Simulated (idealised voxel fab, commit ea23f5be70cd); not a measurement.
process module | voxel trench capacitor
For reference, the cross-section in this document is cut, with width 235 nm and square cells of 5 nm.
For the purposes of this document, a cross-section shall be understood as a grid of square cells, specified as bands listed in top-to-bottom order, each band consisting of one or more rows of cells.
The band entry comprises the height of the band's top followed by the height of its bottom, expressed in nm, and subsequently the band's materials from left to right, each stated together with its width in nm. Where a single material is marked with the word "full width", that material fills the band from edge to edge. The word "air" represents empty space.
Note: height 0 marks the level under which the wafer is uniformly one material as received. Lowest band unbounded below, written "0 down".
It should be noted that a width expressed as "30->40" varies in equal increments from row to row of cells within the band, taking the value of the first number at the top row and that of the second number at the bottom row.
It should be understood that the words "nothing altered", when stated for a given step, signify that the cross-section underwent no change in any of its cells during that step.
Listed in "Closed void roster": every empty space of 8 or more cells without an open way to the top. Form: width x height at distance, the distance being from the left edge, all in nm.
If you see something after the settings on a step's line, that's the simulator's own remark about that step.
Among the settings permitted on a step's line is "overlay nm"; applied to a step with a mask, it specifies the extent to which the mask lay to the right of its planned position, whereas a negative figure signifies a position to the left.

## Planned process steps
1) RECEIVE,material Si
2) CONFORMAL_DEP,material SiN,thk nm 5
3) MASKED_ETCH,tone open,mask id TRENCH,width nm 25,pitch nm 55,etch materials SiN,depth nm 5,overlay nm 0
4) MASKED_ETCH,tone open,mask id TRENCH,width nm 25,pitch nm 55,etch materials Si,depth nm 40,overlay nm 0
5) CONFORMAL_DEP,material Al2O3,thk nm 5
6) FILL_DEP,material polySi,thk nm 10
7) CMP,height nm 5

## Cross-section, incoming material, after step 1
    0 down = Si full width
    Closed void roster: none

## Wafer cross-section at end of module: start and plan as shown above, one execution error
    5 to 0 = 55 of SiN; 15 of polySi; 40 of SiN; 15 of polySi; 40 of SiN; 15 of polySi; 55 of SiN
    0 to -35 = 50 of Si; 5 of SiN; 15 of polySi; 5 of SiN; 30 of Si; 5 of SiN; 15 of polySi; 5 of SiN; 30 of Si; 5 of SiN; 15 of polySi; 5 of SiN; 50 of Si
    -35 to -40 = 50 of Si; 25 of SiN; 30 of Si; 25 of SiN; 30 of Si; 25 of SiN; 50 of Si
    -40 down = Si full width
    Closed void roster: none
So what did we get wrong on this run? the process deviated at step 5: the operation and settings actually run there were CONFORMAL_DEP,material SiN,thk nm 5
